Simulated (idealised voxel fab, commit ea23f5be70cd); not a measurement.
The following is a process module called voxel ribs on slabs.
Square cell edge 5 nm, section width 190 nm, ID cut.
Cross-section spec: square-cell grid; bands listed top down; each band is one or more rows.
The band entry comprises the height of the band's top followed by the height of its bottom, expressed in nm, and subsequently the band's materials from left to right, each stated together with its width in nm. Where a single material is marked with the word "edge to edge", that material fills the band from edge to edge. The word "air" represents empty space.
Height datum 0, below which the as-received substrate wafer is one material. Lowest band open at the bottom, running downward: "0 down".
So if you see something like "30 to 40" for the width, read it as the top row of the band sitting at the first number and the bottom row at the second, with every row in between moving by the same amount as the last.
"all unchanged", as given for a step, is the statement that not any cell of the cross-section underwent a change during that step.
So "Voids, enclosed" is basically the list of trapped voids: any empty space of 8 cells or more that can't reach the top through an opening. They're written width x height at distance, the distance being from the left edge, and it's all nm.
after a step's settings: what the simulator itself notes on the step
overlay nm: mask offset rightward from planned place, masked step; negative means leftward offset.
Each of the pairs that make up the rest of this document says: here is the cross-section before one process step, here is the cross-section after it, drawn only down to the lowest band that changed, and here, under the pair, is the step lying between them with its settings. Different pairs may come from different runs of this module on the same starting wafer, so a pair continues from the pair above it only where its entry headed "Prior to processing" says so.

### Prior to processing
- 0 down | Si edge to edge
- Voids, enclosed: none

### Section, Post-Step
- 20 to 0 | SiO2 edge to edge
- At heights below 0, the structure remains unaltered.
- Voids, enclosed: none
Quick note on the step between the two cross-sections above: op DIRECTIONAL_DEP | material SiO2 | thk nm 20

Prior to processing: Please consult the pair immediately above; the cross-section it shows after its step is the state before this step.

### Section, Post-Step
- 45 to 20 | SiN edge to edge
- At heights below 20, the structure remains unaltered.
- Voids, enclosed: none
Quick note on the step between the two cross-sections above: op DIRECTIONAL_DEP | material SiN | thk nm 25

Prior to processing: Please consult the pair immediately above; the cross-section it shows after its step is the state before this step.

### Section, Post-Step
- 55 to 45 | aC edge to edge
- At heights below 45, the structure remains unaltered.
- Voids, enclosed: none
Quick note on the step between the two cross-sections above: op DIRECTIONAL_DEP | material aC | thk nm 10

Prior to processing: Please consult the pair immediately above; the cross-section it shows after its step is the state before this step.

### Section, Post-Step
- 85 to 55 | 85 air, 20 resist, 85 air
- At heights below 55, the structure remains unaltered.
- Voids, enclosed: none
Quick note on the step between the two cross-sections above: op PATTERN | tone cover | mask id RIB | material resist | width nm 20 | thk nm 30 | overlay nm 0

Prior to processing: Please consult the pair immediately above; the cross-section it shows after its step is the state before this step.

### Section, Post-Step
- 75 to 55 | 85 air, 20 resist, 85 air
- 55 to 45 | 85 air, 20 aC, 85 air
- At heights below 45, the structure remains unaltered.
- Voids, enclosed: none
Quick note on the step between the two cross-sections above: op DIRECTIONAL_ETCH | etch materials aC | depth nm 10

Prior to processing: Please consult the pair immediately above; the cross-section it shows after its step is the state before this step.

### Section, Post-Step
- 55 to 45 | 85 air, 20 aC, 85 air
- At heights below 45, the structure remains unaltered.
- Voids, enclosed: none
Quick note on the step between the two cross-sections above: op STRIP | etch materials resist

Prior to processing: Please consult the pair immediately above; the cross-section it shows after its step is the state before this step.

### Section, Post-Step
- 55 to 45 | 85 air, 20 aC, 85 air
- 45 to 35 | 85 air, 20 SiN, 85 air
- At heights below 35, the structure remains unaltered.
- Voids, enclosed: none
Quick note on the step between the two cross-sections above: op DIRECTIONAL_ETCH | etch materials SiN | depth nm 10

Prior to processing: Please consult the pair immediately above; the cross-section it shows after its step is the state before this step.

### Section, Post-Step
- 45 to 35 | 85 air, 20 SiN, 85 air
- At heights below 35, the structure remains unaltered.
- Voids, enclosed: none
Quick note on the step between the two cross-sections above: op STRIP | etch materials aC

Prior to processing: Please consult the pair immediately above; the cross-section it shows after its step is the state before this step.

### Section, Post-Step
- 60 to 50 | 85 air, 20 aC, 85 air
- 50 to 45 | aC edge to edge
- 45 to 35 | 85 aC, 20 SiN, 85 aC
- At heights below 35, the structure remains unaltered.
- Voids, enclosed: none
Quick note on the step between the two cross-sections above: op DIRECTIONAL_DEP | material aC | thk nm 15

Prior to processing: Please consult the pair immediately above; the cross-section it shows after its step is the state before this step.

### Section, Post-Step
- 95 to 60 | 55 air, 80 resist, 55 air
- 60 to 50 | 55 air, 30 resist, 20 aC, 30 resist, 55 air
- At heights below 50, the structure remains unaltered.
- Voids, enclosed: none
Quick note on the step between the two cross-sections above: op PATTERN | tone cover | mask id SLAB | material resist | width nm 80 | thk nm 35 | overlay nm 0

Prior to processing: Please consult the pair immediately above; the cross-section it shows after its step is the state before this step.

### Section, Post-Step
- 80 to 60 | 55 air, 80 resist, 55 air
- 60 to 50 | 55 air, 30 resist, 20 aC, 30 resist, 55 air
- 50 to 45 | 55 air, 80 aC, 55 air
- 45 to 35 | 55 air, 30 aC, 20 SiN, 30 aC, 55 air
- At heights below 35, the structure remains unaltered.
- Voids, enclosed: none
Quick note on the step between the two cross-sections above: op DIRECTIONAL_ETCH | etch materials aC | depth nm 15

Prior to processing: Please consult the pair immediately above; the cross-section it shows after its step is the state before this step.

### Section, Post-Step
- 60 to 50 | 85 air, 20 aC, 85 air
- At heights below 50, the structure remains unaltered.
- Voids, enclosed: none
Quick note on the step between the two cross-sections above: op STRIP | etch materials resist

Prior to processing: Please consult the pair immediately above; the cross-section it shows after its step is the state before this step.

### Section, Post-Step
- 60 to 50 | 85 air, 20 aC, 85 air
- 50 to 45 | 55 air, 80 aC, 55 air
- 45 to 35 | 55 air, 30 aC, 20 SiN, 30 aC, 55 air
- 35 to 20 | 55 air, 80 SiN, 55 air
- At heights below 20, the structure remains unaltered.
- Voids, enclosed: none
Quick note on the step between the two cross-sections above: op DIRECTIONAL_ETCH | etch materials SiN | depth nm 15

Prior to processing: Please consult the pair immediately above; the cross-section it shows after its step is the state before this step.

### Section, Post-Step
- 45 to 35 | 85 air, 20 SiN, 85 air
- At heights below 35, the structure remains unaltered.
- Voids, enclosed: none
Quick note on the step between the two cross-sections above: op STRIP | etch materials aC

Prior to processing: Please consult the pair immediately above; the cross-section it shows after its step is the state before this step.

### Section, Post-Step
- 65 to 45 | SiO2 edge to edge
- 45 to 35 | 85 SiO2, 20 SiN, 85 SiO2
- 35 to 20 | 55 SiO2, 80 SiN, 55 SiO2
- At heights below 20, the structure remains unaltered.
- Voids, enclosed: none
Quick note on the step between the two cross-sections above: op FILL_DEP | material SiO2 | thk nm 20

Prior to processing: Please consult the pair immediately above; the cross-section it shows after its step is the state before this step.

### Section, Post-Step
- 55 to 45 | SiO2 edge to edge
- At heights below 45, the structure remains unaltered.
- Voids, enclosed: none
Quick note on the step between the two cross-sections above: op CMP | height nm 55

Prior to processing: Please consult the pair immediately above; the cross-section it shows after its step is the state before this step.

### Section, Post-Step
- 60 to 55 | W edge to edge
- At heights below 55, the structure remains unaltered.
- Voids, enclosed: none
Quick note on the step between the two cross-sections above: op DIRECTIONAL_DEP | material W | thk nm 5

Prior to processing: Please consult the pair immediately above; the cross-section it shows after its step is the state before this step.

### Section, Post-Step
- 60 to 55 | 80 air, 30 W, 80 air
- At heights below 55, the structure remains unaltered.
- Voids, enclosed: none
Quick note on the step between the two cross-sections above: op MASKED_ETCH | tone cover | mask id HEATER | width nm 30 | etch materials W | depth nm 5 | overlay nm 0

Prior to processing: Please consult the pair immediately above; the cross-section it shows after its step is the state before this step.

### Section, Post-Step
- 65 to 60 | 75 air, 40 SiN, 75 air
- 60 to 55 | 80 SiN, 30 W, 80 SiN
- At heights below 55, the structure remains unaltered.
- Voids, enclosed: none
Quick note on the step between the two cross-sections above: op CONFORMAL_DEP | material SiN | thk nm 5

### Prior to processing
- 20 to 0 | SiO2 edge to edge
- 0 down | Si edge to edge
- Voids, enclosed: none

### Section, Post-Step
- 40 to 0 | SiO2 edge to edge
- At heights below 0, the structure remains unaltered.
- Voids, enclosed: none
Quick note on the step between the two cross-sections above: op DIRECTIONAL_DEP | material SiO2 | thk nm 20

Prior to processing: Please consult the pair immediately above; the cross-section it shows after its step is the state before this step.

### Section, Post-Step
- 65 to 40 | SiN edge to edge
- At heights below 40, the structure remains unaltered.
- Voids, enclosed: none
Quick note on the step between the two cross-sections above: op DIRECTIONAL_DEP | material SiN | thk nm 25

Prior to processing: Please consult the pair immediately above; the cross-section it shows after its step is the state before this step.

### Section, Post-Step
- 75 to 65 | aC edge to edge
- At heights below 65, the structure remains unaltered.
- Voids, enclosed: none
Quick note on the step between the two cross-sections above: op DIRECTIONAL_DEP | material aC | thk nm 10

Prior to processing: Please consult the pair immediately above; the cross-section it shows after its step is the state before this step.

### Section, Post-Step
- 105 to 75 | 85 air, 20 resist, 85 air
- At heights below 75, the structure remains unaltered.
- Voids, enclosed: none
Quick note on the step between the two cross-sections above: op PATTERN | tone cover | mask id RIB | material resist | width nm 20 | thk nm 30 | overlay nm 0

Prior to processing: Please consult the pair immediately above; the cross-section it shows after its step is the state before this step.

### Section, Post-Step
- 95 to 75 | 85 air, 20 resist, 85 air
- 75 to 65 | 85 air, 20 aC, 85 air
- At heights below 65, the structure remains unaltered.
- Voids, enclosed: none
Quick note on the step between the two cross-sections above: op DIRECTIONAL_ETCH | etch materials aC | depth nm 10

Prior to processing: Please consult the pair immediately above; the cross-section it shows after its step is the state before this step.

### Section, Post-Step
- 75 to 65 | 85 air, 20 aC, 85 air
- At heights below 65, the structure remains unaltered.
- Voids, enclosed: none
Quick note on the step between the two cross-sections above: op STRIP | etch materials resist

Prior to processing: Please consult the pair immediately above; the cross-section it shows after its step is the state before this step.

### Section, Post-Step
- 75 to 65 | 85 air, 20 aC, 85 air
- 65 to 55 | 85 air, 20 SiN, 85 air
- At heights below 55, the structure remains unaltered.
- Voids, enclosed: none
Quick note on the step between the two cross-sections above: op DIRECTIONAL_ETCH | etch materials SiN | depth nm 10

Prior to processing: Please consult the pair immediately above; the cross-section it shows after its step is the state before this step.

### Section, Post-Step
- 65 to 55 | 85 air, 20 SiN, 85 air
- At heights below 55, the structure remains unaltered.
- Voids, enclosed: none
Quick note on the step between the two cross-sections above: op STRIP | etch materials aC

Prior to processing: Please consult the pair immediately above; the cross-section it shows after its step is the state before this step.

### Section, Post-Step
- 80 to 70 | 85 air, 20 aC, 85 air
- 70 to 65 | aC edge to edge
- 65 to 55 | 85 aC, 20 SiN, 85 aC
- At heights below 55, the structure remains unaltered.
- Voids, enclosed: none
Quick note on the step between the two cross-sections above: op DIRECTIONAL_DEP | material aC | thk nm 15

Prior to processing: Please consult the pair immediately above; the cross-section it shows after its step is the state before this step.

### Section, Post-Step
- 115 to 80 | 55 air, 80 resist, 55 air
- 80 to 70 | 55 air, 30 resist, 20 aC, 30 resist, 55 air
- At heights below 70, the structure remains unaltered.
- Voids, enclosed: none
Quick note on the step between the two cross-sections above: op PATTERN | tone cover | mask id SLAB | material resist | width nm 80 | thk nm 35 | overlay nm 0

Prior to processing: Please consult the pair immediately above; the cross-section it shows after its step is the state before this step.

### Section, Post-Step
- 100 to 80 | 55 air, 80 resist, 55 air
- 80 to 70 | 55 air, 30 resist, 20 aC, 30 resist, 55 air
- 70 to 65 | 55 air, 80 aC, 55 air
- 65 to 55 | 55 air, 30 aC, 20 SiN, 30 aC, 55 air
- At heights below 55, the structure remains unaltered.
- Voids, enclosed: none
Quick note on the step between the two cross-sections above: op DIRECTIONAL_ETCH | etch materials aC | depth nm 15

Prior to processing: Please consult the pair immediately above; the cross-section it shows after its step is the state before this step.

### Section, Post-Step
- 80 to 70 | 85 air, 20 aC, 85 air
- At heights below 70, the structure remains unaltered.
- Voids, enclosed: none
Quick note on the step between the two cross-sections above: op STRIP | etch materials resist

Prior to processing: Please consult the pair immediately above; the cross-section it shows after its step is the state before this step.

### Section, Post-Step
- 80 to 70 | 85 air, 20 aC, 85 air
- 70 to 65 | 55 air, 80 aC, 55 air
- 65 to 55 | 55 air, 30 aC, 20 SiN, 30 aC, 55 air
- 55 to 40 | 55 air, 80 SiN, 55 air
- At heights below 40, the structure remains unaltered.
- Voids, enclosed: none
Quick note on the step between the two cross-sections above: op DIRECTIONAL_ETCH | etch materials SiN | depth nm 15

Prior to processing: Please consult the pair immediately above; the cross-section it shows after its step is the state before this step.

### Section, Post-Step
- 65 to 55 | 85 air, 20 SiN, 85 air
- At heights below 55, the structure remains unaltered.
- Voids, enclosed: none
Quick note on the step between the two cross-sections above: op STRIP | etch materials aC

Prior to processing: Please consult the pair immediately above; the cross-section it shows after its step is the state before this step.

### Section, Post-Step
- 85 to 65 | SiO2 edge to edge
- 65 to 55 | 85 SiO2, 20 SiN, 85 SiO2
- 55 to 40 | 55 SiO2, 80 SiN, 55 SiO2
- At heights below 40, the structure remains unaltered.
- Voids, enclosed: none
Quick note on the step between the two cross-sections above: op FILL_DEP | material SiO2 | thk nm 20

Prior to processing: Please consult the pair immediately above; the cross-section it shows after its step is the state before this step.

### Section, Post-Step
- 55 to 40 | 55 SiO2, 80 SiN, 55 SiO2
- At heights below 40, the structure remains unaltered.
- Voids, enclosed: none
Quick note on the step between the two cross-sections above: op CMP | height nm 55

Prior to processing: Please consult the pair immediately above; the cross-section it shows after its step is the state before this step.

### Section, Post-Step
- 60 to 55 | W edge to edge
- At heights below 55, the structure remains unaltered.
- Voids, enclosed: none
Quick note on the step between the two cross-sections above: op DIRECTIONAL_DEP | material W | thk nm 5

Prior to processing: Please consult the pair immediately above; the cross-section it shows after its step is the state before this step.

### Section, Post-Step
- 60 to 55 | 80 air, 30 W, 80 air
- At heights below 55, the structure remains unaltered.
- Voids, enclosed: none
Quick note on the step between the two cross-sections above: op MASKED_ETCH | tone cover | mask id HEATER | width nm 30 | etch materials W | depth nm 5 | overlay nm 0

Prior to processing: Please consult the pair immediately above; the cross-section it shows after its step is the state before this step.

### Section, Post-Step
- 65 to 60 | 75 air, 40 SiN, 75 air
- 60 to 55 | 80 SiN, 30 W, 80 SiN
- At heights below 55, the structure remains unaltered.
- Voids, enclosed: none
Quick note on the step between the two cross-sections above: op CONFORMAL_DEP | material SiN | thk nm 5

### Prior to processing
- 0 down | Si edge to edge
- Voids, enclosed: none

### Section, Post-Step
- 25 to 0 | SiN edge to edge
- At heights below 0, the structure remains unaltered.
- Voids, enclosed: none
Quick note on the step between the two cross-sections above: op DIRECTIONAL_DEP | material SiN | thk nm 25

Prior to processing: Please consult the pair immediately above; the cross-section it shows after its step is the state before this step.

### Section, Post-Step
- 45 to 25 | SiO2 edge to edge
- At heights below 25, the structure remains unaltered.
- Voids, enclosed: none
Quick note on the step between the two cross-sections above: op DIRECTIONAL_DEP | material SiO2 | thk nm 20

Prior to processing: Please consult the pair immediately above; the cross-section it shows after its step is the state before this step.

### Section, Post-Step
- 55 to 45 | aC edge to edge
- At heights below 45, the structure remains unaltered.
- Voids, enclosed: none
Quick note on the step between the two cross-sections above: op DIRECTIONAL_DEP | material aC | thk nm 10

Prior to processing: Please consult the pair immediately above; the cross-section it shows after its step is the state before this step.

### Section, Post-Step
- 85 to 55 | 85 air, 20 resist, 85 air
- At heights below 55, the structure remains unaltered.
- Voids, enclosed: none
Quick note on the step between the two cross-sections above: op PATTERN | tone cover | mask id RIB | material resist | width nm 20 | thk nm 30 | overlay nm 0

Prior to processing: Please consult the pair immediately above; the cross-section it shows after its step is the state before this step.

### Section, Post-Step
- 75 to 55 | 85 air, 20 resist, 85 air
- 55 to 45 | 85 air, 20 aC, 85 air
- At heights below 45, the structure remains unaltered.
- Voids, enclosed: none
Quick note on the step between the two cross-sections above: op DIRECTIONAL_ETCH | etch materials aC | depth nm 10

Prior to processing: Please consult the pair immediately above; the cross-section it shows after its step is the state before this step.

### Section, Post-Step
- 55 to 45 | 85 air, 20 aC, 85 air
- At heights below 45, the structure remains unaltered.
- Voids, enclosed: none
Quick note on the step between the two cross-sections above: op STRIP | etch materials resist

Prior to processing: Please consult the pair immediately above; the cross-section it shows after its step is the state before this step.

### Section, Post-Step
- 45 to 25 | SiO2 edge to edge
- At heights below 25, the structure remains unaltered.
- Voids, enclosed: none
Quick note on the step between the two cross-sections above: op STRIP | etch materials aC

Prior to processing: Please consult the pair immediately above; the cross-section it shows after its step is the state before this step.

### Section, Post-Step
- 60 to 45 | aC edge to edge
- At heights below 45, the structure remains unaltered.
- Voids, enclosed: none
Quick note on the step between the two cross-sections above: op DIRECTIONAL_DEP | material aC | thk nm 15

Prior to processing: Please consult the pair immediately above; the cross-section it shows after its step is the state before this step.

### Section, Post-Step
- 95 to 60 | 55 air, 80 resist, 55 air
- At heights below 60, the structure remains unaltered.
- Voids, enclosed: none
Quick note on the step between the two cross-sections above: op PATTERN | tone cover | mask id SLAB | material resist | width nm 80 | thk nm 35 | overlay nm 0

Prior to processing: Please consult the pair immediately above; the cross-section it shows after its step is the state before this step.

### Section, Post-Step
- 80 to 60 | 55 air, 80 resist, 55 air
- 60 to 45 | 55 air, 80 aC, 55 air
- At heights below 45, the structure remains unaltered.
- Voids, enclosed: none
Quick note on the step between the two cross-sections above: op DIRECTIONAL_ETCH | etch materials aC | depth nm 15

Prior to processing: Please consult the pair immediately above; the cross-section it shows after its step is the state before this step.

### Section, Post-Step
- 60 to 45 | 55 air, 80 aC, 55 air
- At heights below 45, the structure remains unaltered.
- Voids, enclosed: none
Quick note on the step between the two cross-sections above: op STRIP | etch materials resist

Prior to processing: Please consult the pair immediately above; the cross-section it shows after its step is the state before this step.

### Section, Post-Step
- 45 to 25 | SiO2 edge to edge
- At heights below 25, the structure remains unaltered.
- Voids, enclosed: none
Quick note on the step between the two cross-sections above: op STRIP | etch materials aC

Prior to processing: Please consult the pair immediately above; the cross-section it shows after its step is the state before this step.

### Section, Post-Step
- 65 to 25 | SiO2 edge to edge
- At heights below 25, the structure remains unaltered.
- Voids, enclosed: none
Quick note on the step between the two cross-sections above: op FILL_DEP | material SiO2 | thk nm 20

Prior to processing: Please consult the pair immediately above; the cross-section it shows after its step is the state before this step.

### Section, Post-Step
- 55 to 25 | SiO2 edge to edge
- At heights below 25, the structure remains unaltered.
- Voids, enclosed: none
Quick note on the step between the two cross-sections above: op CMP | height nm 55

Prior to processing: Please consult the pair immediately above; the cross-section it shows after its step is the state before this step.

### Section, Post-Step
- 60 to 55 | W edge to edge
- At heights below 55, the structure remains unaltered.
- Voids, enclosed: none
Quick note on the step between the two cross-sections above: op DIRECTIONAL_DEP | material W | thk nm 5

Prior to processing: Please consult the pair immediately above; the cross-section it shows after its step is the state before this step.

### Section, Post-Step
- 60 to 55 | 80 air, 30 W, 80 air
- At heights below 55, the structure remains unaltered.
- Voids, enclosed: none
Quick note on the step between the two cross-sections above: op MASKED_ETCH | tone cover | mask id HEATER | width nm 30 | etch materials W | depth nm 5 | overlay nm 0

Prior to processing: Please consult the pair immediately above; the cross-section it shows after its step is the state before this step.

### Section, Post-Step
- 65 to 60 | 75 air, 40 SiN, 75 air
- 60 to 55 | 80 SiN, 30 W, 80 SiN
- At heights below 55, the structure remains unaltered.
- Voids, enclosed: none
Quick note on the step between the two cross-sections above: op CONFORMAL_DEP | material SiN | thk nm 5

### Prior to processing
- 0 down | Si edge to edge
- Voids, enclosed: none

### Section, Post-Step
- 30 to 0 | SiO2 edge to edge
- At heights below 0, the structure remains unaltered.
- Voids, enclosed: none
Quick note on the step between the two cross-sections above: op DIRECTIONAL_DEP | material SiO2 | thk nm 30

Prior to processing: Please consult the pair immediately above; the cross-section it shows after its step is the state before this step.

### Section, Post-Step
- 55 to 30 | SiN edge to edge
- At heights below 30, the structure remains unaltered.
- Voids, enclosed: none
Quick note on the step between the two cross-sections above: op DIRECTIONAL_DEP | material SiN | thk nm 25

Prior to processing: Please consult the pair immediately above; the cross-section it shows after its step is the state before this step.

### Section, Post-Step
- 65 to 55 | aC edge to edge
- At heights below 55, the structure remains unaltered.
- Voids, enclosed: none
Quick note on the step between the two cross-sections above: op DIRECTIONAL_DEP | material aC | thk nm 10

Prior to processing: Please consult the pair immediately above; the cross-section it shows after its step is the state before this step.

### Section, Post-Step
- 95 to 65 | 85 air, 20 resist, 85 air
- At heights below 65, the structure remains unaltered.
- Voids, enclosed: none
Quick note on the step between the two cross-sections above: op PATTERN | tone cover | mask id RIB | material resist | width nm 20 | thk nm 30 | overlay nm 0

Prior to processing: Please consult the pair immediately above; the cross-section it shows after its step is the state before this step.

### Section, Post-Step
- 85 to 65 | 85 air, 20 resist, 85 air
- 65 to 55 | 85 air, 20 aC, 85 air
- At heights below 55, the structure remains unaltered.
- Voids, enclosed: none
Quick note on the step between the two cross-sections above: op DIRECTIONAL_ETCH | etch materials aC | depth nm 10

Prior to processing: Please consult the pair immediately above; the cross-section it shows after its step is the state before this step.

### Section, Post-Step
- 65 to 55 | 85 air, 20 aC, 85 air
- At heights below 55, the structure remains unaltered.
- Voids, enclosed: none
Quick note on the step between the two cross-sections above: op STRIP | etch materials resist

Prior to processing: Please consult the pair immediately above; the cross-section it shows after its step is the state before this step.

### Section, Post-Step
- 65 to 55 | 85 air, 20 aC, 85 air
- 55 to 45 | 85 air, 20 SiN, 85 air
- At heights below 45, the structure remains unaltered.
- Voids, enclosed: none
Quick note on the step between the two cross-sections above: op DIRECTIONAL_ETCH | etch materials SiN | depth nm 10

Prior to processing: Please consult the pair immediately above; the cross-section it shows after its step is the state before this step.

### Section, Post-Step
- 55 to 45 | 85 air, 20 SiN, 85 air
- At heights below 45, the structure remains unaltered.
- Voids, enclosed: none
Quick note on the step between the two cross-sections above: op STRIP | etch materials aC

Prior to processing: Please consult the pair immediately above; the cross-section it shows after its step is the state before this step.

### Section, Post-Step
- 70 to 60 | 85 air, 20 aC, 85 air
- 60 to 55 | aC edge to edge
- 55 to 45 | 85 aC, 20 SiN, 85 aC
- At heights below 45, the structure remains unaltered.
- Voids, enclosed: none
Quick note on the step between the two cross-sections above: op DIRECTIONAL_DEP | material aC | thk nm 15

Prior to processing: Please consult the pair immediately above; the cross-section it shows after its step is the state before this step.

### Section, Post-Step
- 105 to 70 | 55 air, 80 resist, 55 air
- 70 to 60 | 55 air, 30 resist, 20 aC, 30 resist, 55 air
- At heights below 60, the structure remains unaltered.
- Voids, enclosed: none
Quick note on the step between the two cross-sections above: op PATTERN | tone cover | mask id SLAB | material resist | width nm 80 | thk nm 35 | overlay nm 0

Prior to processing: Please consult the pair immediately above; the cross-section it shows after its step is the state before this step.

### Section, Post-Step
- 90 to 70 | 55 air, 80 resist, 55 air
- 70 to 60 | 55 air, 30 resist, 20 aC, 30 resist, 55 air
- 60 to 55 | 55 air, 80 aC, 55 air
- 55 to 45 | 55 air, 30 aC, 20 SiN, 30 aC, 55 air
- At heights below 45, the structure remains unaltered.
- Voids, enclosed: none
Quick note on the step between the two cross-sections above: op DIRECTIONAL_ETCH | etch materials aC | depth nm 15

Prior to processing: Please consult the pair immediately above; the cross-section it shows after its step is the state before this step.

### Section, Post-Step
- 70 to 60 | 85 air, 20 aC, 85 air
- At heights below 60, the structure remains unaltered.
- Voids, enclosed: none
Quick note on the step between the two cross-sections above: op STRIP | etch materials resist

Prior to processing: Please consult the pair immediately above; the cross-section it shows after its step is the state before this step.

### Section, Post-Step
- 70 to 60 | 85 air, 20 aC, 85 air
- 60 to 55 | 55 air, 80 aC, 55 air
- 55 to 45 | 55 air, 30 aC, 20 SiN, 30 aC, 55 air
- 45 to 30 | 55 air, 80 SiN, 55 air
- At heights below 30, the structure remains unaltered.
- Voids, enclosed: none
Quick note on the step between the two cross-sections above: op DIRECTIONAL_ETCH | etch materials SiN | depth nm 15

Prior to processing: Please consult the pair immediately above; the cross-section it shows after its step is the state before this step.

### Section, Post-Step
- 55 to 45 | 85 air, 20 SiN, 85 air
- At heights below 45, the structure remains unaltered.
- Voids, enclosed: none
Quick note on the step between the two cross-sections above: op STRIP | etch materials aC

Prior to processing: Please consult the pair immediately above; the cross-section it shows after its step is the state before this step.

### Section, Post-Step
- 75 to 55 | SiO2 edge to edge
- 55 to 45 | 85 SiO2, 20 SiN, 85 SiO2
- 45 to 30 | 55 SiO2, 80 SiN, 55 SiO2
- At heights below 30, the structure remains unaltered.
- Voids, enclosed: none
Quick note on the step between the two cross-sections above: op FILL_DEP | material SiO2 | thk nm 20

Prior to processing: Please consult the pair immediately above; the cross-section it shows after its step is the state before this step.

### Section, Post-Step
- 55 to 45 | 85 SiO2, 20 SiN, 85 SiO2
- At heights below 45, the structure remains unaltered.
- Voids, enclosed: none
Quick note on the step between the two cross-sections above: op CMP | height nm 55

Prior to processing: Please consult the pair immediately above; the cross-section it shows after its step is the state before this step.

### Section, Post-Step
- 60 to 55 | W edge to edge
- At heights below 55, the structure remains unaltered.
- Voids, enclosed: none
Quick note on the step between the two cross-sections above: op DIRECTIONAL_DEP | material W | thk nm 5

Prior to processing: Please consult the pair immediately above; the cross-section it shows after its step is the state before this step.

### Section, Post-Step
- 60 to 55 | 80 air, 30 W, 80 air
- At heights below 55, the structure remains unaltered.
- Voids, enclosed: none
Quick note on the step between the two cross-sections above: op MASKED_ETCH | tone cover | mask id HEATER | width nm 30 | etch materials W | depth nm 5 | overlay nm 0

Prior to processing: Please consult the pair immediately above; the cross-section it shows after its step is the state before this step.

### Section, Post-Step
- 65 to 60 | 75 air, 40 SiN, 75 air
- 60 to 55 | 80 SiN, 30 W, 80 SiN
- At heights below 55, the structure remains unaltered.
- Voids, enclosed: none
Quick note on the step between the two cross-sections above: op CONFORMAL_DEP | material SiN | thk nm 5

### Prior to processing
- 60 to 50 | 85 air, 20 aC, 85 air
- 50 to 45 | aC edge to edge
- 45 to 35 | 85 aC, 20 SiN, 85 aC
- 35 to 20 | SiN edge to edge
- 20 to 0 | SiO2 edge to edge
- 0 down | Si edge to edge
- Voids, enclosed: none

### Section, Post-Step
- 95 to 60 | 50 air, 90 resist, 50 air
- 60 to 50 | 50 air, 35 resist, 20 aC, 35 resist, 50 air
- At heights below 50, the structure remains unaltered.
- Voids, enclosed: none
Quick note on the step between the two cross-sections above: op PATTERN | tone cover | mask id SLAB | material resist | width nm 90 | thk nm 35 | overlay nm 0

Prior to processing: Please consult the pair immediately above; the cross-section it shows after its step is the state before this step.

### Section, Post-Step
- 80 to 60 | 50 air, 90 resist, 50 air
- 60 to 50 | 50 air, 35 resist, 20 aC, 35 resist, 50 air
- 50 to 45 | 50 air, 90 aC, 50 air
- 45 to 35 | 50 air, 35 aC, 20 SiN, 35 aC, 50 air
- At heights below 35, the structure remains unaltered.
- Voids, enclosed: none
Quick note on the step between the two cross-sections above: op DIRECTIONAL_ETCH | etch materials aC | depth nm 15

Prior to processing: Please consult the pair immediately above; the cross-section it shows after its step is the state before this step.

### Section, Post-Step
- 60 to 50 | 85 air, 20 aC, 85 air
- At heights below 50, the structure remains unaltered.
- Voids, enclosed: none
Quick note on the step between the two cross-sections above: op STRIP | etch materials resist

Prior to processing: Please consult the pair immediately above; the cross-section it shows after its step is the state before this step.

### Section, Post-Step
- 60 to 50 | 85 air, 20 aC, 85 air
- 50 to 45 | 50 air, 90 aC, 50 air
- 45 to 35 | 50 air, 35 aC, 20 SiN, 35 aC, 50 air
- 35 to 20 | 50 air, 90 SiN, 50 air
- At heights below 20, the structure remains unaltered.
- Voids, enclosed: none
Quick note on the step between the two cross-sections above: op DIRECTIONAL_ETCH | etch materials SiN | depth nm 15

Prior to processing: Please consult the pair immediately above; the cross-section it shows after its step is the state before this step.

### Section, Post-Step
- 45 to 35 | 85 air, 20 SiN, 85 air
- At heights below 35, the structure remains unaltered.
- Voids, enclosed: none
Quick note on the step between the two cross-sections above: op STRIP | etch materials aC

Prior to processing: Please consult the pair immediately above; the cross-section it shows after its step is the state before this step.

### Section, Post-Step
- 65 to 45 | SiO2 edge to edge
- 45 to 35 | 85 SiO2, 20 SiN, 85 SiO2
- 35 to 20 | 50 SiO2, 90 SiN, 50 SiO2
- At heights below 20, the structure remains unaltered.
- Voids, enclosed: none
Quick note on the step between the two cross-sections above: op FILL_DEP | material SiO2 | thk nm 20

Prior to processing: Please consult the pair immediately above; the cross-section it shows after its step is the state before this step.

### Section, Post-Step
- 55 to 45 | SiO2 edge to edge
- At heights below 45, the structure remains unaltered.
- Voids, enclosed: none
Quick note on the step between the two cross-sections above: op CMP | height nm 55

Prior to processing: Please consult the pair immediately above; the cross-section it shows after its step is the state before this step.

### Section, Post-Step
- 60 to 55 | W edge to edge
- At heights below 55, the structure remains unaltered.
- Voids, enclosed: none
Quick note on the step between the two cross-sections above: op DIRECTIONAL_DEP | material W | thk nm 5

Prior to processing: Please consult the pair immediately above; the cross-section it shows after its step is the state before this step.

### Section, Post-Step
- 60 to 55 | 80 air, 30 W, 80 air
- At heights below 55, the structure remains unaltered.
- Voids, enclosed: none
Quick note on the step between the two cross-sections above: op MASKED_ETCH | tone cover | mask id HEATER | width nm 30 | etch materials W | depth nm 5 | overlay nm 0

Prior to processing: Please consult the pair immediately above; the cross-section it shows after its step is the state before this step.

### Section, Post-Step
- 65 to 60 | 75 air, 40 SiN, 75 air
- 60 to 55 | 80 SiN, 30 W, 80 SiN
- At heights below 55, the structure remains unaltered.
- Voids, enclosed: none
Quick note on the step between the two cross-sections above: op CONFORMAL_DEP | material SiN | thk nm 5

### Prior to processing
- 60 to 55 | W edge to edge
- 55 to 45 | SiO2 edge to edge
- 45 to 35 | 85 SiO2, 20 SiN, 85 SiO2
- 35 to 20 | 55 SiO2, 80 SiN, 55 SiO2
- 20 to 0 | SiO2 edge to edge
- 0 down | Si edge to edge
- Voids, enclosed: none

### Section, Post-Step
- 60 to 55 | 75 air, 30 W, 85 air
- At heights below 55, the structure remains unaltered.
- Voids, enclosed: none
Quick note on the step between the two cross-sections above: op MASKED_ETCH | tone cover | mask id HEATER | width nm 30 | etch materials W | depth nm 5 | overlay nm -5

Prior to processing: Please consult the pair immediately above; the cross-section it shows after its step is the state before this step.

### Section, Post-Step
- 65 to 60 | 70 air, 40 SiN, 80 air
- 60 to 55 | 75 SiN, 30 W, 85 SiN
- At heights below 55, the structure remains unaltered.
- Voids, enclosed: none
Quick note on the step between the two cross-sections above: op CONFORMAL_DEP | material SiN | thk nm 5
